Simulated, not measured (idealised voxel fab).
This section sets out a process module, namely voxel transistor to metal.
The figure presents cross-section cut, which has a width of 215 nm and is divided into square cells with an edge length of 5 nm.
If you're reading a cross-section in this doc, picture square cells in a grid; it comes to you as bands, top ones listed first down to the bottom, and a band can be one or more rows of cells.
The band entry comprises the height of the band's top followed by the height of its bottom, expressed in nm, and subsequently the band's materials from left to right, each stated together with its width in nm. Where a single material is marked with the word "full width", that material fills the band from edge to edge. The word "empty" represents empty space.
Height datum 0, below which the as-received substrate wafer is one material. Lowest band open at the bottom, running downward: "0 -> down".
It should be noted that a width expressed as "30..40" varies in equal increments from row to row of cells within the band, taking the value of the first number at the top row and that of the second number at the bottom row.
"nothing altered" (step): cross-section cells unchanged, all of them.
Entry "Sealed internal cavities" = empty spaces >= 8 cells with no open way to the top; each as width x height at distance, distance from left edge, all nm.
Anything after a step's settings on that line? It's the simulator's own note about the step.
The line of a step may include "overlay nm". On a step with a mask, this value is how far to the right of its planned place the mask lay. A negative value means the mask lay to the left.
[List of planned process steps]
1: RECEIVE (material Si)
2: CONFORMAL_DEP (material SiO2; thk nm 5)
3: CONFORMAL_DEP (material SiN; thk nm 15)
4: MASKED_ETCH (tone cover; mask id ACTIVE; width nm 110; etch materials SiN; depth nm 15; overlay nm 0)
5: MASKED_ETCH (tone cover; mask id ACTIVE; width nm 110; etch materials SiO2; depth nm 5; overlay nm 0)
6: MASKED_ETCH (tone cover; mask id ACTIVE; width nm 110; etch materials Si; depth nm 25; overlay nm 0)
7: OXIDIZE (depth nm 5)
8: FILL_DEP (material SiO2; thk nm 15)
9: CMP (height nm 20)
10: SELECTIVE_ETCH (etch materials SiO2; depth nm 15)
11: STRIP (etch materials SiN)
12: SELECTIVE_ETCH (etch materials SiO2; depth nm 5)
13: OXIDIZE (depth nm 5)
14: DIRECTIONAL_DEP (material polySi; thk nm 30)
15: DIRECTIONAL_DEP (material SiCN; thk nm 15)
16: DIRECTIONAL_DEP (material aC; thk nm 15)
17: PATTERN (tone cover; mask id GATE; material resist; width nm 30; thk nm 30; overlay nm 0)
18: DIRECTIONAL_ETCH (etch materials aC; depth nm 15)
19: STRIP (etch materials resist)
20: DIRECTIONAL_ETCH (etch materials SiCN; depth nm 25)
21: DIRECTIONAL_ETCH (etch materials polySi; depth nm 40)
22: STRIP (etch materials aC)
23: CONFORMAL_DEP (material SiO2; thk nm 5)
24: DIRECTIONAL_ETCH (etch materials SiO2; depth nm 5)
25: CONFORMAL_DEP (material SiN; thk nm 5)
26: DIRECTIONAL_ETCH (etch materials SiN; depth nm 5)
27: DIRECTIONAL_ETCH (etch materials SiO2; depth nm 5)
28: DIRECTIONAL_ETCH (etch materials Si; depth nm 5)
29: EPI (material pSi; thk nm 5)
30: FILL_DEP (material SiO2; thk nm 5)
31: CMP (height nm 30)
32: STRIP (etch materials polySi)
33: SELECTIVE_ETCH (etch materials SiO2; depth nm 5)
34: CONFORMAL_DEP (material HfO2; thk nm 5)
35: CONFORMAL_DEP (material TiN; thk nm 5)
36: FILL_DEP (material W; thk nm 5)
37: CMP (height nm 25)
38: DIRECTIONAL_DEP (material SiO2; thk nm 15)
39: DIRECTIONAL_DEP (material aC; thk nm 15)
40: PATTERN (tone open; mask id CONTACT; material resist; width nm 20; pitch nm 80; thk nm 30; overlay nm 0)
41: DIRECTIONAL_ETCH (etch materials aC; depth nm 15)
42: STRIP (etch materials resist)
43: DIRECTIONAL_ETCH (etch materials SiO2; depth nm 45)
44: STRIP (etch materials aC)
45: CONFORMAL_DEP (material TiN; thk nm 5)
46: FILL_DEP (material W; thk nm 10)
47: CMP (height nm 40)
48: DIRECTIONAL_DEP (material TiN; thk nm 5)
49: DIRECTIONAL_DEP (material Ru; thk nm 20)
50: DIRECTIONAL_DEP (material aC; thk nm 10)
51: PATTERN (tone cover; mask id METAL_1; material resist; width nm 20; pitch nm 80; thk nm 25; overlay nm 0)
52: DIRECTIONAL_ETCH (etch materials aC; depth nm 10)
53: STRIP (etch materials resist)
54: DIRECTIONAL_ETCH (etch materials Ru; depth nm 20)
55: DIRECTIONAL_ETCH (etch materials TiN; depth nm 5)
56: STRIP (etch materials aC)
57: CONFORMAL_DEP (material SiCN; thk nm 5)
58: FILL_DEP (material SiO2; thk nm 10)
59: CMP (height nm 65)
60: CONFORMAL_DEP (material SiCN; thk nm 5)
[Received-state cross-section, reflecting completion of step 1]
  0 -> down = Si full width
  Sealed internal cavities: none
[First of two wafers, end-of-module section, run followed plan]
  70 -> 65 = SiCN full width
  65 -> 45 = SiO2=50; SiCN=5; Ru=20; SiCN=5; SiO2=50; SiCN=5; Ru=20; SiCN=5; SiO2=55
  45 -> 40 = SiCN=55; TiN=20; SiCN=60; TiN=20; SiCN=60
  40 -> 25 = SiO2=55; TiN=5; W=10; TiN=5; SiO2=60; TiN=5; W=10; TiN=5; SiO2=60
  25 -> 5 = SiO2=55; TiN=5; W=10; TiN=5; SiO2=5; SiN=5; HfO2=5; TiN=5; W=20; TiN=5; HfO2=5; SiN=5; SiO2=5; TiN=5; W=10; TiN=5; SiO2=60
  5 -> 0 = SiO2=55; TiN=5; W=10; TiN=5; SiO2=5; SiN=5; HfO2=5; TiN=30; HfO2=5; SiN=5; SiO2=5; TiN=5; W=10; TiN=5; SiO2=60
  0 -> -5 = SiO2=55; TiN=20; pSi=5; SiO2=5; HfO2=40; SiO2=5; pSi=5; TiN=20; SiO2=60
  -5 -> -10 = SiO2=55; pSi=25; Si=50; pSi=25; SiO2=60
  -10 -> -30 = SiO2=55; Si=100; SiO2=60
  -30 -> down = Si full width
  Sealed internal cavities: none
[Cross-section, wafer two of two, end of module: same start and plan as wafer one, one error in execution]
  70 -> 65 = SiCN full width
  65 -> 45 = SiO2=50; SiCN=5; Ru=20; SiCN=5; SiO2=50; SiCN=5; Ru=20; SiCN=5; SiO2=55
  45 -> 40 = SiCN=55; TiN=20; SiCN=60; TiN=20; SiCN=60
  40 -> 25 = SiO2=55; TiN=5; W=10; TiN=5; SiO2=60; TiN=5; W=10; TiN=5; SiO2=60
  25 -> 5 = SiO2=55; TiN=5; W=10; TiN=5; SiO2=5; SiN=5; HfO2=5; TiN=5; W=20; TiN=5; HfO2=5; SiN=5; SiO2=5; TiN=5; W=10; TiN=5; SiO2=60
  5 -> 0 = SiO2=55; TiN=5; W=10; TiN=5; SiO2=5; SiN=5; HfO2=5; TiN=30; HfO2=5; SiN=5; SiO2=5; TiN=5; W=10; TiN=5; SiO2=60
  0 -> -5 = SiO2=55; TiN=20; SiO2=10; HfO2=40; SiO2=10; TiN=20; SiO2=60
  -5 -> -15 = SiO2 full width
  -15 -> -30 = SiO2=55; Si=100; SiO2=60
  -30 -> down = Si full width
  Sealed internal cavities: none
Processing error: contrary to plan, step 13 was performed as OXIDIZE (depth nm 15)
Heads up, by the end the second wafer has more or fewer cells of some materials compared to the first: Si -30 | SiO2 +42 | pSi -12
